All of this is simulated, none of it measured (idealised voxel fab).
process module | voxel trench capacitor
cross-section cut | 245 nm wide | cells 5 nm
A cross-section is a grid of square cells, given in bands from the top down. A band is one or more rows of cells.
Each band's line starts with the height of the band's top and of its bottom, in nm. Then come its materials from left to right, each with its width in nm. One material with "throughout" fills the band from edge to edge. "air" is empty space.
Height 0 is the level under which the wafer as received is all one material. The lowest band goes on downwards, as in "0 down".
A width such as "30 to 40" changes by the same amount from each row of cells to the next, from the band's top row to its bottom row.
"no change" after a step means that no cell of the cross-section changed.
closed voids: empty space of 8 cells or more with no open way to the top, each as width x height at its distance from the left edge, in nm
after a step's settings: what the simulator itself notes on the step
overlay nm, on a step with a mask: how far to the right of its planned place the mask lay; to the left if negative
plan
1 op RECEIVE | material Si
2 op CONFORMAL_DEP | material SiN | thk nm 10
3 op DIRECTIONAL_DEP | material aC | thk nm 10
4 op PATTERN | tone open | mask id TRENCH | material resist | width nm 25 | pitch nm 45 | thk nm 25 | overlay nm 0
5 op DIRECTIONAL_ETCH | etch materials aC | depth nm 10
6 op STRIP | etch materials resist
7 op DIRECTIONAL_ETCH | etch materials SiN | depth nm 10
8 op DIRECTIONAL_ETCH | etch materials Si | depth nm 35
9 op STRIP | etch materials aC
10 op CONFORMAL_DEP | material Al2O3 | thk nm 5
11 op CONFORMAL_DEP | material TiN | thk nm 5
12 op FILL_DEP | material W | thk nm 10
13 op CMP | height nm 10
as received, after step 1
  0 down: Si throughout
  closed voids: none
a wafer at the end: this start, this plan, one mistake
  10 to 0: SiN 85 | TiN 5 | W 15 | TiN 5 | SiN 20 | TiN 5 | W 15 | TiN 5 | SiN 90
  0 to -30: Si 85 | TiN 5 | W 15 | TiN 5 | Si 20 | TiN 5 | W 15 | TiN 5 | Si 90
  -30 to -35: Si 85 | TiN 25 | Si 20 | TiN 25 | Si 90
  -35 down: Si throughout
  closed voids: none
what went wrong: step 10 was left out
